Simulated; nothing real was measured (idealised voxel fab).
The name of this process module is voxel released beams.
Xsec cut, 260 nm wide, square cell size 5 nm.
A cross-section in this document is a grid of square cells, and it is written down as bands, the top band listed before the ones below it; a band is made up of one or more rows of cells. Heads up on the band format: heights come first, top then bottom, in nm. After that it's the materials left to right, each with its width in nm. A single material flagged "edge to edge" fills the whole band edge to edge, and "air" means there's empty space there. Heights are measured from 0, the level below which the as-received wafer is all one material; the lowest band has no bottom and continues downward, written as in "top 0, no bottom". Width spec "30->40" -> top row of cells at first value, bottom row at second value, equal per-row change in between. The designation "everything unchanged", where it is given for a processing step, indicates that no cell of the cross-section was altered in the course of that step. "Cavities, closed" lists enclosed empty spaces (at least 8 cells, no open path upward to the top), each as width x height at distance from the left edge, in nm. Heads up: the bit after the settings on a step's line is the simulator's remark on that step. overlay nm: for a step with a mask, the amount by which the mask lay right of where it was planned; a negative amount means left of it.

Process steps (planned):
1,RECEIVE,material Si
2,CONFORMAL_DEP,material SiN,thk nm 5
3,DIRECTIONAL_DEP,material SiO2,thk nm 20
4,DIRECTIONAL_DEP,material aC,thk nm 15
5,PATTERN,tone open,mask id ANCHOR,material resist,width nm 25,thk nm 30,overlay nm 0
6,DIRECTIONAL_ETCH,etch materials aC,depth nm 15
7,STRIP,etch materials resist
8,DIRECTIONAL_ETCH,etch materials SiO2,depth nm 20
9,STRIP,etch materials aC
10,CONFORMAL_DEP,material W,thk nm 10
11,PATTERN,tone cover,mask id BEAM,material resist,width nm 80,thk nm 15,overlay nm 0
12,DIRECTIONAL_ETCH,etch materials W,depth nm 5
13,STRIP,etch materials resist
14,STRIP,etch materials SiO2
For clarity, it should be stated that the wafers under discussion commence in an identical condition and differ with respect to the depth nm of step 12, the plan indicating the value that the first wafer had.

Received wafers, first of several: cross-section after step 1:
    top 0, no bottom: Si edge to edge
    Cavities, closed: none

Here's the first of several wafers in cross-section, end of the module, after the last step, step 14:
    top 35, bottom 30: 85 of air  15 of W  5 of air  60 of W  95 of air
    top 30, bottom 25: 100 of W  5 of air  155 of W
    top 25, bottom 15: 90 of SiO2  10 of W  5 of air  10 of W  145 of SiO2
    top 15, bottom 5: 90 of SiO2  25 of W  145 of SiO2
    top 5, bottom 0: SiN edge to edge
    top 0, no bottom: Si edge to edge
    Cavities, closed: none

last wafer at the end:
    top 35, bottom 25: 85 of air  15 of W  5 of air  60 of W  95 of air
    top 25, bottom 15: 90 of air  10 of W  5 of air  10 of W  145 of air
    top 15, bottom 5: 90 of air  25 of W  145 of air
    top 5, bottom 0: SiN edge to edge
    top 0, no bottom: Si edge to edge
    Cavities, closed: none

wafer rows; end of module; cells per material since receipt: (+) gained, (-) lost; then closed voids:
depth nm 5; +52 SiN; +188 SiO2; +84 W; Cavities, closed: none
depth nm 10; +52 SiN; +48 W; Cavities, closed: none
depth nm 15; +52 SiN; +48 W; Cavities, closed: none
depth nm 20; +52 SiN; +48 W; Cavities, closed: none
depth nm 25; +52 SiN; +48 W; Cavities, closed: none
